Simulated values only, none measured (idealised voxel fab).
Module name: voxel gate over fins (process module)
245 nm wide, 5 nm square cells: that's cross-section cut.
A cross-section in this document is a grid of square cells, and it is written down as bands, the top band listed before the ones below it; a band is made up of one or more rows of cells. Each band's line starts with the height of the band's top and of its bottom, in nm. Then come its materials from left to right, each with its width in nm. One material with "everywhere" fills the band from edge to edge. "empty" is empty space. Heights are reckoned from 0. Under this level, the received wafer is all of one material. The bottommost band is open-ended downward, for example "0 nm and below". Width "30->40": first value at the band's top row of cells, second value at its bottom row, equal change from row to row. Given "no modifications" for a step, no cell of the cross-section differs between before and after that step. Voids not open to the top, 8 cells minimum: see "Sealed void inventory". Written width x height at distance; distance is from the left edge; nm. That trailing text on a step's line, after the settings, is the simulator's own remark on the step. A step line may carry the setting "overlay nm", which, for steps involving a mask, states the distance by which the mask lay to the right of its intended position; negative values denote displacement to the left.
### Planned process steps
1) RECEIVE with material Si
2) CONFORMAL_DEP with material SiN, thk nm 10
3) PATTERN with tone cover, mask id FINS, material resist, width nm 15, pitch nm 35, thk nm 20, overlay nm 0
4) DIRECTIONAL_ETCH with etch materials SiN, depth nm 10
5) DIRECTIONAL_ETCH with etch materials Si, depth nm 40
6) STRIP with etch materials resist
7) FILL_DEP with material SiO2, thk nm 5
8) CMP with height nm 10
9) SELECTIVE_ETCH with etch materials SiO2, depth nm 20
10) STRIP with etch materials SiN
11) CONFORMAL_DEP with material HfO2, thk nm 5
12) CONFORMAL_DEP with material TiN, thk nm 5
13) FILL_DEP with material W, thk nm 10
14) CMP with height nm 15
15) CONFORMAL_DEP with material SiN, thk nm 10
### Incoming wafer in cross-section (state: after step 1)
    0 nm and below | Si everywhere
    Sealed void inventory: none
### The first of the two wafers as seen in cross-section once the module was finished; processing followed the plan
    25 nm to 15 nm | SiN everywhere
    15 nm to 10 nm | W everywhere
    10 nm to 5 nm | W=85  TiN=70  W=90
    5 nm to 0 nm | W=85  TiN=5  HfO2=25  TiN=10  HfO2=25  TiN=5  W=90
    0 nm to -5 nm | TiN=90  HfO2=5  Si=15  HfO2=5  TiN=10  HfO2=5  Si=15  HfO2=5  TiN=95
    -5 nm to -10 nm | HfO2=95  Si=15  HfO2=20  Si=15  HfO2=100
    -10 nm to -40 nm | SiO2=95  Si=15  SiO2=20  Si=15  SiO2=100
    -40 nm and below | Si everywhere
    Sealed void inventory: none
### Now the second wafer, cross-sectioned at the end of the module. Nothing different at the start, nothing different in the plan compared with the first, just one mistake when it was actually run
    25 nm to 15 nm | SiN everywhere
    15 nm to 5 nm | W everywhere
    5 nm to 0 nm | W=90  TiN=25  W=10  TiN=25  W=95
    0 nm to -5 nm | W=90  TiN=5  Si=15  TiN=5  W=10  TiN=5  Si=15  TiN=5  W=95
    -5 nm to -10 nm | TiN=95  Si=15  TiN=20  Si=15  TiN=100
    -10 nm to -40 nm | SiO2=95  Si=15  SiO2=20  Si=15  SiO2=100
    -40 nm and below | Si everywhere
    Sealed void inventory: none
What was the processing mistake? execution of step 11 of the plan did not take place, the step having been omitted
Final comparison by cell count, materials where the second wafer has more or fewer than the first: HfO2: 57 fewer; W: 57 more
